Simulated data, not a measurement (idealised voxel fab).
process module | voxel capacitor over wiring
cross-section cut | 240 nm wide | cells 5 nm
A cross-section is a grid of square cells, given in bands from the top down. A band is one or more rows of cells.
Each band's line starts with the height of the band's top and of its bottom, in nm. Then come its materials from left to right, each with its width in nm. One material with "throughout" fills the band from edge to edge. "air" is empty space.
Height 0 is the level under which the wafer as received is all one material. The lowest band goes on downwards, as in "0 down".
A width such as "30 to 40" changes by the same amount from each row of cells to the next, from the band's top row to its bottom row.
"no change" after a step means that no cell of the cross-section changed.
closed voids: empty space of 8 cells or more with no open way to the top, each as width x height at its distance from the left edge, in nm
after a step's settings: what the simulator itself notes on the step
overlay nm, on a step with a mask: how far to the right of its planned place the mask lay; to the left if negative
plan
1 op RECEIVE | material Si
2 op CONFORMAL_DEP | material SiO2 | thk nm 15
3 op DIRECTIONAL_DEP | material TiN | thk nm 5
4 op DIRECTIONAL_DEP | material W | thk nm 25
5 op MASKED_ETCH | tone cover | mask id METAL_1 | width nm 20 | pitch nm 80 | etch materials W | depth nm 25 | overlay nm 0
6 op MASKED_ETCH | tone cover | mask id METAL_1 | width nm 20 | pitch nm 80 | etch materials TiN | depth nm 5 | overlay nm 0
7 op CONFORMAL_DEP | material SiN | thk nm 5
8 op FILL_DEP | material lowk | thk nm 10
9 op CMP | height nm 45
10 op CONFORMAL_DEP | material SiCN | thk nm 5
11 op DIRECTIONAL_DEP | material SiO2 | thk nm 10
12 op MASKED_ETCH | tone open | mask id PLUG_1 | width nm 15 | etch materials SiO2 | depth nm 10 | overlay nm 0
13 op MASKED_ETCH | tone open | mask id PLUG_1 | width nm 15 | etch materials SiCN | depth nm 5 | overlay nm 0
14 op EPI | material Ru | thk nm 10
15 op EPI | material Ru | thk nm 5
16 op DIRECTIONAL_DEP | material TiN | thk nm 5
17 op DIRECTIONAL_DEP | material Al2O3 | thk nm 5
18 op DIRECTIONAL_DEP | material TiN | thk nm 10
19 op PATTERN | tone cover | mask id UPPER_PLATE | material resist | width nm 65 | thk nm 20 | overlay nm 0
20 op DIRECTIONAL_ETCH | etch materials TiN | depth nm 10
21 op DIRECTIONAL_ETCH | etch materials Al2O3 | depth nm 5
22 op STRIP | etch materials resist
23 op PATTERN | tone cover | mask id LOWER_PLATE | material resist | width nm 75 | thk nm 15 | overlay nm 0
24 op DIRECTIONAL_ETCH | etch materials TiN | depth nm 5
25 op STRIP | etch materials resist
26 op FILL_DEP | material SiO2 | thk nm 15
27 op CMP | height nm 90
28 op PATTERN | tone open | mask id PLUG_2 | material resist | width nm 15 | thk nm 20 | overlay nm 0
29 op DIRECTIONAL_ETCH | etch materials SiO2 | depth nm 10
30 op STRIP | etch materials resist
31 op CONFORMAL_DEP | material TiN | thk nm 5
32 op FILL_DEP | material Cu | thk nm 10
33 op CMP | height nm 90
34 op CONFORMAL_DEP | material SiN | thk nm 5
varied across the wafers: width nm of step 12. The plan shows the first wafer's value. All wafers start alike
first wafer as received, after step 1
  0 down: Si throughout
  closed voids: none
each wafer at the end: cells of each material gained (+) or lost (-) since it was received, then its closed voids
width nm 15 | +13 Al2O3 | +1 Cu | +9 Ru | +45 SiCN | +108 SiN | +462 SiO2 | +54 TiN | +40 W | +180 lowk | closed voids: none
width nm 20 | +13 Al2O3 | +1 Cu | +11 Ru | +45 SiCN | +108 SiN | +460 SiO2 | +54 TiN | +40 W | +180 lowk | closed voids: none
width nm 25 | +13 Al2O3 | +1 Cu | +13 Ru | +45 SiCN | +108 SiN | +458 SiO2 | +54 TiN | +40 W | +180 lowk | closed voids: none
width nm 30 | +13 Al2O3 | +1 Cu | +15 Ru | +45 SiCN | +108 SiN | +456 SiO2 | +54 TiN | +40 W | +180 lowk | closed voids: none
